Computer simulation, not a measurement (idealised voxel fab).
Title: Process Module voxel trench capacitor
FYI the section here is cut, 160 nm wide, cells are 5 nm squares.
Cross-section layout: square cells on a grid; listed as bands, top to bottom; a band spans one or more cell rows.
Heads up on the band format: heights come first, top then bottom, in nm. After that it's the materials left to right, each with its width in nm. A single material flagged "all across" fills the whole band edge to edge, and "air" means there's empty space there.
Heights are expressed relative to 0, this being the level below which the as-received wafer comprises one material exclusively. The lowest band is unbounded in the downward direction and is denoted as in "from 0 down".
A width given as "30->40" starts at the first number in the band's top row and ends at the second number in its bottom row, shifting by an equal amount at every step from row to row.
Take "no modifications" at face value: in the step it is given for, the cross-section changed in none of its cells.
The list in "Fully sealed cavities" covers empty spaces of 8 cells or more that cannot reach the top through any open way, and it gives each as width x height at distance; the distance is from the left edge, and width, height and distance are in nm.
If you see something after the settings on a step's line, that's the simulator's own remark about that step.
A step's line can hold "overlay nm"; with a mask on that step, the setting says how far right of the planned place the mask lay, while a negative setting says it lay to the left.

Planned step list for the process
| 1 | RECEIVE, material Si |
| 2 | CONFORMAL_DEP, material SiN, thk nm 10 |
| 3 | MASKED_ETCH, tone open, mask id TRENCH, width nm 30, pitch nm 45, etch materials SiN, depth nm 10, overlay nm 0 |
| 4 | MASKED_ETCH, tone open, mask id TRENCH, width nm 30, pitch nm 45, etch materials Si, depth nm 30, overlay nm 0 |
| 5 | CONFORMAL_DEP, material Al2O3, thk nm 5 |
| 6 | CONFORMAL_DEP, material TiN, thk nm 5 |
| 7 | FILL_DEP, material W, thk nm 5 |
| 8 | CMP, height nm 10 |
Don't read the plan's depth nm for step 4 as applying to every wafer: that's the first wafer's value, and the wafers differ in it, though they all start identical.

Step 1 complete: as-received cross-section of the first of several wafers
  from 0 down | Si all across
  Fully sealed cavities: none

Table: wafers, a row each; end-of-module cell change per material since receipt, gain (+), loss (-); then closed voids
depth nm 30; +40 Al2O3; -72 Si; +40 SiN; +32 TiN; +24 W; Fully sealed cavities: none
depth nm 35; +44 Al2O3; -84 Si; +40 SiN; +36 TiN; +28 W; Fully sealed cavities: none
depth nm 40; +48 Al2O3; -96 Si; +40 SiN; +40 TiN; +32 W; Fully sealed cavities: none
depth nm 45; +52 Al2O3; -108 Si; +40 SiN; +44 TiN; +36 W; Fully sealed cavities: none
depth nm 50; +56 Al2O3; -120 Si; +40 SiN; +48 TiN; +40 W; Fully sealed cavities: none
depth nm 55; +60 Al2O3; -132 Si; +40 SiN; +52 TiN; +44 W; Fully sealed cavities: none
